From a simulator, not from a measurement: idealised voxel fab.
This is a process module. Its name is voxel quadruple lines.
It is cross-section cut that appears here, measuring 300 nm in width, its square cells being 5 nm in size.
We lay out every cross-section as a grid of square cells and spell it out in bands from the top down, where one band means one or more rows of cells. Each band's line starts with the height of the band's top and of its bottom, in nm. Then come its materials from left to right, each with its width in nm. One material with "full width" fills the band from edge to edge. "empty" is empty space. For the purposes of this specification, 0 denotes the height below which the wafer in its as-received condition is composed wholly of one material, and the lowermost band, lacking a lower limit, extends downward without end, as expressed in "0 down". You'd read "30..40" like this: the band's top row of cells is as wide as the first number, its bottom row is as wide as the second, and going down, every row changes width by the same amount as the row before did. The designation "no change occurred", where it is given for a processing step, indicates that no cell of the cross-section was altered in the course of that step. What "Closed void inventory" gives you is every empty space of 8 cells or more that is cut off from the top. Each appears as width x height at distance, with the distance taken from the left edge and width, height and distance all in nm. The remark found on a step's line after its settings is issued by the simulator itself and pertains to that step. Among the settings permitted on a step's line is "overlay nm"; applied to a step with a mask, it specifies the extent to which the mask lay to the right of its planned position, whereas a negative figure signifies a position to the left.
List of planned process steps
1) RECEIVE [material Si]
2) CONFORMAL_DEP [material Al2O3] [thk nm 5]
3) DIRECTIONAL_DEP [material TiN] [thk nm 10]
4) DIRECTIONAL_DEP [material polySi] [thk nm 15]
5) DIRECTIONAL_DEP [material aC] [thk nm 25]
6) PATTERN [tone cover] [mask id MANDREL] [material resist] [width nm 35] [pitch nm 100] [thk nm 30] [overlay nm 0]
7) DIRECTIONAL_ETCH [etch materials aC] [depth nm 25]
8) STRIP [etch materials resist]
9) CONFORMAL_DEP [material SiO2] [thk nm 15]
10) DIRECTIONAL_ETCH [etch materials SiO2] [depth nm 15]
11) STRIP [etch materials aC]
12) DIRECTIONAL_ETCH [etch materials polySi] [depth nm 15]
13) STRIP [etch materials SiO2]
14) CONFORMAL_DEP [material SiCN] [thk nm 10]
15) DIRECTIONAL_ETCH [etch materials SiCN] [depth nm 10]
16) STRIP [etch materials polySi]
17) DIRECTIONAL_ETCH [etch materials TiN] [depth nm 10]
18) STRIP [etch materials SiCN]
Wafer at receipt (post step 1), cross-section
	0 down  Si full width
	Closed void inventory: none
Cross-sectional result after module completion. Note: starting condition and plan are unchanged from above; one processing mistake was made
	10 to 5  55 empty; 10 TiN; 15 empty; 10 TiN; 15 empty; 10 TiN; 15 empty; 10 TiN; 15 empty; 10 TiN; 15 empty; 10 TiN; 15 empty; 10 TiN; 15 empty; 10 TiN; 60 empty
	5 to 0  Al2O3 full width
	0 down  Si full width
	Closed void inventory: none
Finding, execution versus plan: step 3 off recipe, ran as DIRECTIONAL_DEP [material TiN] [thk nm 5]
